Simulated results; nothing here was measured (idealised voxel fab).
Module name: voxel air gaps (process module)
Cross-section cut: width 250 nm, square cells of 5 nm.
This document writes a cross-section as a grid whose cells are square, and gives it as bands, listed from the top down; one or more rows of cells form a band. A band entry consists of two parts. The first gives the height of the band's top and the height of its bottom, in nm. The rest lists the band's materials from left to right, each with its width in nm. A single material labelled with the word "all across" fills the band from edge to edge, and the word "air" marks empty space. Basically, 0 is our baseline, since under it the wafer straight out of the box is all one material. The bottom band has no lower end and keeps on going down, so it looks like "from 0 down". With a width like "30 to 40", each row of cells in the band differs from the next by the same amount, the top row carrying the first number and the bottom row the second. The cross-section has no changed cell in any step marked "nothing was modified". For the entry "Closed void roster", the listed items are empty spaces with no open way to the top whose size is 8 cells or more; each item follows the pattern width x height at distance, where distance is from the left edge and all three are in nm. Past the settings on a step's line: simulator remark, on that step. If you see "overlay nm" on a step's line and that step has a mask, it's telling you how far right of where it was planned the mask ended up; a negative number means it went left instead.

# Steps planned for the process
1. op RECEIVE | material Si
2. op CONFORMAL_DEP | material SiO2 | thk nm 10
3. op CONFORMAL_DEP | material SiN | thk nm 5
4. op DIRECTIONAL_DEP | material lowk | thk nm 30
5. op DIRECTIONAL_DEP | material aC | thk nm 15
6. op PATTERN | tone open | mask id LINES | material resist | width nm 15 | pitch nm 40 | thk nm 35 | overlay nm 0
7. op DIRECTIONAL_ETCH | etch materials aC | depth nm 15
8. op STRIP | etch materials resist
9. op DIRECTIONAL_ETCH | etch materials lowk | depth nm 30
10. op STRIP | etch materials aC
11. op CONFORMAL_DEP | material TiN | thk nm 5
12. op FILL_DEP | material Cu | thk nm 5
13. op CMP | height nm 45
14. op EPI | material Ru | thk nm 10
15. op SELECTIVE_ETCH | etch materials lowk | depth nm 40
16. op CONFORMAL_DEP | material SiN | thk nm 5

# First out of two wafers; run went to plan

# As received (post step 1): cross-section
- from 0 down  Si all across
- Closed void roster: none

# The following cross-section depicts the wafer upon completion of step 2
- from 10 to 0  SiO2 all across
- Below 0, the layers are the same as they were.

# The following cross-section depicts the wafer upon completion of step 3
- from 15 to 10  SiN all across
- Below 10, the layers are the same as they were.

# The following cross-section depicts the wafer upon completion of step 4
- from 45 to 15  lowk all across
- Below 15, the layers are the same as they were.

# The following cross-section depicts the wafer upon completion of step 5
- from 60 to 45  aC all across
- Below 45, the layers are the same as they were.

# The following cross-section depicts the wafer upon completion of step 6
- from 95 to 60  resist=55 | air=15 | resist=25 | air=15 | resist=25 | air=15 | resist=25 | air=15 | resist=60
- Below 60, the layers are the same as they were.

# The following cross-section depicts the wafer upon completion of step 7
- from 80 to 60  resist=55 | air=15 | resist=25 | air=15 | resist=25 | air=15 | resist=25 | air=15 | resist=60
- from 60 to 45  aC=55 | air=15 | aC=25 | air=15 | aC=25 | air=15 | aC=25 | air=15 | aC=60
- Below 45, the layers are the same as they were.

# The following cross-section depicts the wafer upon completion of step 8
- from 60 to 45  aC=55 | air=15 | aC=25 | air=15 | aC=25 | air=15 | aC=25 | air=15 | aC=60
- Below 45, the layers are the same as they were.

# The following cross-section depicts the wafer upon completion of step 9
- from 60 to 45  aC=55 | air=15 | aC=25 | air=15 | aC=25 | air=15 | aC=25 | air=15 | aC=60
- from 45 to 15  lowk=55 | air=15 | lowk=25 | air=15 | lowk=25 | air=15 | lowk=25 | air=15 | lowk=60
- Below 15, the layers are the same as they were.

# The following cross-section depicts the wafer upon completion of step 10
- from 45 to 15  lowk=55 | air=15 | lowk=25 | air=15 | lowk=25 | air=15 | lowk=25 | air=15 | lowk=60
- Below 15, the layers are the same as they were.

# The following cross-section depicts the wafer upon completion of step 11
- from 50 to 45  TiN=60 | air=5 | TiN=35 | air=5 | TiN=35 | air=5 | TiN=35 | air=5 | TiN=65
- from 45 to 20  lowk=55 | TiN=5 | air=5 | TiN=5 | lowk=25 | TiN=5 | air=5 | TiN=5 | lowk=25 | TiN=5 | air=5 | TiN=5 | lowk=25 | TiN=5 | air=5 | TiN=5 | lowk=60
- from 20 to 15  lowk=55 | TiN=15 | lowk=25 | TiN=15 | lowk=25 | TiN=15 | lowk=25 | TiN=15 | lowk=60
- Below 15, the layers are the same as they were.

# The following cross-section depicts the wafer upon completion of step 12
- from 55 to 50  Cu all across
- from 50 to 45  TiN=60 | Cu=5 | TiN=35 | Cu=5 | TiN=35 | Cu=5 | TiN=35 | Cu=5 | TiN=65
- from 45 to 20  lowk=55 | TiN=5 | Cu=5 | TiN=5 | lowk=25 | TiN=5 | Cu=5 | TiN=5 | lowk=25 | TiN=5 | Cu=5 | TiN=5 | lowk=25 | TiN=5 | Cu=5 | TiN=5 | lowk=60
- Below 20, the layers are the same as they were.

# The following cross-section depicts the wafer upon completion of step 13
- from 45 to 20  lowk=55 | TiN=5 | Cu=5 | TiN=5 | lowk=25 | TiN=5 | Cu=5 | TiN=5 | lowk=25 | TiN=5 | Cu=5 | TiN=5 | lowk=25 | TiN=5 | Cu=5 | TiN=5 | lowk=60
- Below 20, the layers are the same as they were.

# The following cross-section depicts the wafer upon completion of step 14
- from 55 to 45  air=45 | Ru=35 | air=5 | Ru=35 | air=5 | Ru=35 | air=5 | Ru=35 | air=50
- Below 45, the layers are the same as they were.

# The following cross-section depicts the wafer upon completion of step 15
- from 55 to 45  air=45 | Ru=35 | air=5 | Ru=35 | air=5 | Ru=35 | air=5 | Ru=35 | air=50
- from 45 to 20  air=55 | TiN=5 | Cu=5 | TiN=5 | air=25 | TiN=5 | Cu=5 | TiN=5 | air=25 | TiN=5 | Cu=5 | TiN=5 | air=25 | TiN=5 | Cu=5 | TiN=5 | air=60
- from 20 to 15  air=55 | TiN=15 | air=25 | TiN=15 | air=25 | TiN=15 | air=25 | TiN=15 | air=60
- Below 15, the layers are the same as they were.

# The following cross-section depicts the wafer upon completion of step 16
- from 60 to 55  air=40 | SiN=165 | air=45
- from 55 to 45  air=40 | SiN=5 | Ru=35 | SiN=5 | Ru=35 | SiN=5 | Ru=35 | SiN=5 | Ru=35 | SiN=5 | air=45
- from 45 to 40  air=40 | SiN=15 | TiN=5 | Cu=5 | TiN=5 | SiN=25 | TiN=5 | Cu=5 | TiN=5 | SiN=25 | TiN=5 | Cu=5 | TiN=5 | SiN=25 | TiN=5 | Cu=5 | TiN=5 | SiN=15 | air=45
- from 40 to 20  air=50 | SiN=5 | TiN=5 | Cu=5 | TiN=5 | SiN=5 | air=15 | SiN=5 | TiN=5 | Cu=5 | TiN=5 | SiN=5 | air=15 | SiN=5 | TiN=5 | Cu=5 | TiN=5 | SiN=5 | air=15 | SiN=5 | TiN=5 | Cu=5 | TiN=5 | SiN=5 | air=55
- from 20 to 15  SiN=55 | TiN=15 | SiN=25 | TiN=15 | SiN=25 | TiN=15 | SiN=25 | TiN=15 | SiN=60
- Below 15, the layers are the same as they were.
- Closed void roster: 15 x 20 at 75; 15 x 20 at 115; 15 x 20 at 155

# Second Wafer (Identical Start and Plan, One Processing Error; Matches First Wafer Through Step 13)

# Second wafer at the planned finish of step 14, seen in cross-section
- from 65 to 45  air=35 | Ru=175 | air=40
- Below 45, the layers are the same as they were.

# Second wafer at the planned finish of step 15, seen in cross-section
- from 65 to 45  air=35 | Ru=175 | air=40
- from 45 to 20  air=55 | TiN=5 | Cu=5 | TiN=5 | lowk=25 | TiN=5 | Cu=5 | TiN=5 | lowk=25 | TiN=5 | Cu=5 | TiN=5 | lowk=25 | TiN=5 | Cu=5 | TiN=5 | air=60
- from 20 to 15  air=55 | TiN=15 | lowk=25 | TiN=15 | lowk=25 | TiN=15 | lowk=25 | TiN=15 | air=60
- Below 15, the layers are the same as they were.

# Second wafer at the planned finish of step 16, seen in cross-section
- from 70 to 65  air=30 | SiN=185 | air=35
- from 65 to 45  air=30 | SiN=5 | Ru=175 | SiN=5 | air=35
- from 45 to 40  air=30 | SiN=25 | TiN=5 | Cu=5 | TiN=5 | lowk=25 | TiN=5 | Cu=5 | TiN=5 | lowk=25 | TiN=5 | Cu=5 | TiN=5 | lowk=25 | TiN=5 | Cu=5 | TiN=5 | SiN=25 | air=35
- from 40 to 20  air=50 | SiN=5 | TiN=5 | Cu=5 | TiN=5 | lowk=25 | TiN=5 | Cu=5 | TiN=5 | lowk=25 | TiN=5 | Cu=5 | TiN=5 | lowk=25 | TiN=5 | Cu=5 | TiN=5 | SiN=5 | air=55
- from 20 to 15  SiN=55 | TiN=15 | lowk=25 | TiN=15 | lowk=25 | TiN=15 | lowk=25 | TiN=15 | SiN=60
- Below 15, the layers are the same as they were.
It is concluded that the wafer was processed incorrectly with respect to the plan, in that the plan had its step 14 run twice
Bottom line after processing is that, in cells, the second wafer is up or down on some materials versus the first: Ru +84; SiN -48; lowk +90
Final observation: first wafer, 3 closed voids; second wafer, 0 closed voids.
